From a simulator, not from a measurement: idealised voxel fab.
The process module that follows is named voxel gate over fins.
Section shown: cut. Width: 235 nm. Cell size: 5 nm, square.
The cross-sections in this document take the form of a grid made of square cells. They are written out as bands, in order from top to bottom. Each band consists of one or more rows of cells. In this notation a band is specified by the heights of its top and bottom, in that order and in nm, after which its materials appear from left to right, each paired with its width in nm. The word "throughout" attached to a single material means that material fills the band from edge to edge; the word "air" stands for empty space. It should be noted that heights are counted from 0, beneath which the wafer as supplied is of one material throughout, and that the lowest band possesses no lower boundary but continues downward, as written in "0 and below". You'd read "30 to 40" like this: the band's top row of cells is as wide as the first number, its bottom row is as wide as the second, and going down, every row changes width by the same amount as the row before did. "no alteration" -> step changed no cross-section cell. The entry "Voids, enclosed" lists the empty spaces that cover at least 8 cells and have no open path to the top. Each is written as width x height at distance, where the distance is measured from the left edge and all three values are in nm. That trailing text on a step's line, after the settings, is the simulator's own remark on the step. You can add "overlay nm" to a step's line. For a step with a mask, it describes how far the mask lay to the right of its planned position, and a negative number describes a lay to the left.
# Steps in the process plan
1: RECEIVE,material Si
2: CONFORMAL_DEP,material SiN,thk nm 5
3: MASKED_ETCH,tone cover,mask id FINS,width nm 15,pitch nm 55,etch materials SiN,depth nm 5,overlay nm 0
4: MASKED_ETCH,tone cover,mask id FINS,width nm 15,pitch nm 55,etch materials Si,depth nm 40,overlay nm 0
5: OXIDIZE,depth nm 5
6: FILL_DEP,material SiO2,thk nm 10
7: CMP,height nm 5
8: PATTERN,tone open,mask id RAIL,material resist,width nm 15,thk nm 20,overlay nm 0
9: DIRECTIONAL_ETCH,etch materials SiO2,depth nm 40
10: STRIP,etch materials resist
11: CONFORMAL_DEP,material TiN,thk nm 5
12: FILL_DEP,material Ru,thk nm 5
13: CMP,height nm 5
14: SELECTIVE_ETCH,etch materials W Ru TiN,depth nm 25
15: FILL_DEP,material SiO2,thk nm 5
16: CMP,height nm 5
17: SELECTIVE_ETCH,etch materials SiO2,depth nm 15
18: STRIP,etch materials SiN
19: CONFORMAL_DEP,material HfO2,thk nm 5
20: CONFORMAL_DEP,material TiN,thk nm 5
21: CONFORMAL_DEP,material TiAl,thk nm 5
22: CONFORMAL_DEP,material TiN,thk nm 5
23: FILL_DEP,material W,thk nm 15
24: CMP,height nm 30
25: CONFORMAL_DEP,material SiN,thk nm 5
# Incoming wafer in cross-section (state: after step 1)
  0 and below: Si throughout
  Voids, enclosed: none
# First of two wafers, end-of-module section, run followed plan
  35 down to 30: SiN throughout
  30 down to 20: W throughout
  20 down to 15: 65 W, 45 TiN, 10 W, 45 TiN, 70 W
  15 down to 10: 65 W, 5 TiN, 35 TiAl, 5 TiN, 10 W, 5 TiN, 35 TiAl, 5 TiN, 70 W
  10 down to 5: 70 TiN, 5 TiAl, 25 TiN, 5 TiAl, 20 TiN, 5 TiAl, 25 TiN, 5 TiAl, 75 TiN
  5 down to 0: 75 TiAl, 5 TiN, 15 HfO2, 5 TiN, 30 TiAl, 5 TiN, 15 HfO2, 5 TiN, 80 TiAl
  0 down to -5: 80 TiN, 5 HfO2, 5 Si, 5 HfO2, 40 TiN, 5 HfO2, 5 Si, 5 HfO2, 85 TiN
  -5 down to -10: 85 HfO2, 5 Si, 50 HfO2, 5 Si, 90 HfO2
  -10 down to -20: 85 SiO2, 5 Si, 50 SiO2, 5 Si, 90 SiO2
  -20 down to -30: 85 SiO2, 5 Si, 15 SiO2, 5 TiN, 5 Ru, 5 TiN, 20 SiO2, 5 Si, 90 SiO2
  -30 down to -35: 85 SiO2, 5 Si, 15 SiO2, 15 TiN, 20 SiO2, 5 Si, 90 SiO2
  -35 down to -45: 85 SiO2, 5 Si, 50 SiO2, 5 Si, 90 SiO2
  -45 and below: Si throughout
  Voids, enclosed: none
# Second wafer cross-section at end of module - shared start and plan with the first, one mistake in the run
  35 down to 30: SiN throughout
  30 down to 20: W throughout
  20 down to 15: 65 W, 45 TiN, 10 W, 45 TiN, 70 W
  15 down to 10: 65 W, 5 TiN, 35 TiAl, 5 TiN, 10 W, 5 TiN, 35 TiAl, 5 TiN, 70 W
  10 down to 5: 65 W, 5 TiN, 5 TiAl, 25 TiN, 5 TiAl, 5 TiN, 10 W, 5 TiN, 5 TiAl, 25 TiN, 5 TiAl, 5 TiN, 70 W
  5 down to 0: 65 W, 5 TiN, 5 TiAl, 5 TiN, 15 HfO2, 5 TiN, 5 TiAl, 5 TiN, 10 W, 5 TiN, 5 TiAl, 5 TiN, 15 HfO2, 5 TiN, 5 TiAl, 5 TiN, 70 W
  0 down to -5: 65 W, 5 TiN, 5 TiAl, 5 TiN, 5 HfO2, 5 Si, 5 HfO2, 5 TiN, 5 TiAl, 20 TiN, 5 TiAl, 5 TiN, 5 HfO2, 5 Si, 5 HfO2, 5 TiN, 5 TiAl, 5 TiN, 70 W
  -5 down to -10: 70 TiN, 5 TiAl, 5 TiN, 5 HfO2, 5 Si, 5 HfO2, 5 TiN, 30 TiAl, 5 TiN, 5 HfO2, 5 Si, 5 HfO2, 5 TiN, 5 TiAl, 75 TiN
  -10 down to -15: 75 TiAl, 5 TiN, 5 HfO2, 5 Si, 5 HfO2, 40 TiN, 5 HfO2, 5 Si, 5 HfO2, 5 TiN, 80 TiAl
  -15 down to -20: 80 TiN, 5 HfO2, 5 Si, 5 HfO2, 5 TiN, 25 HfO2, 10 TiN, 5 HfO2, 5 Si, 5 HfO2, 85 TiN
  -20 down to -25: 85 HfO2, 5 Si, 15 HfO2, 5 TiN, 5 Ru, 5 TiN, 20 HfO2, 5 Si, 90 HfO2
  -25 down to -30: 85 SiO2, 5 Si, 15 SiO2, 5 TiN, 5 Ru, 5 TiN, 20 SiO2, 5 Si, 90 SiO2
  -30 down to -35: 85 SiO2, 5 Si, 15 SiO2, 15 TiN, 20 SiO2, 5 Si, 90 SiO2
  -35 down to -45: 85 SiO2, 5 Si, 50 SiO2, 5 Si, 90 SiO2
  -45 and below: Si throughout
  Voids, enclosed: none
What was done differently from what was planned? execution of plan step 17 occurred twice
The closing comparison, in cells, has the second wafer with more or fewer of some materials than the first: +14 HfO2 | -132 SiO2 | +10 TiAl | +23 TiN | +85 W
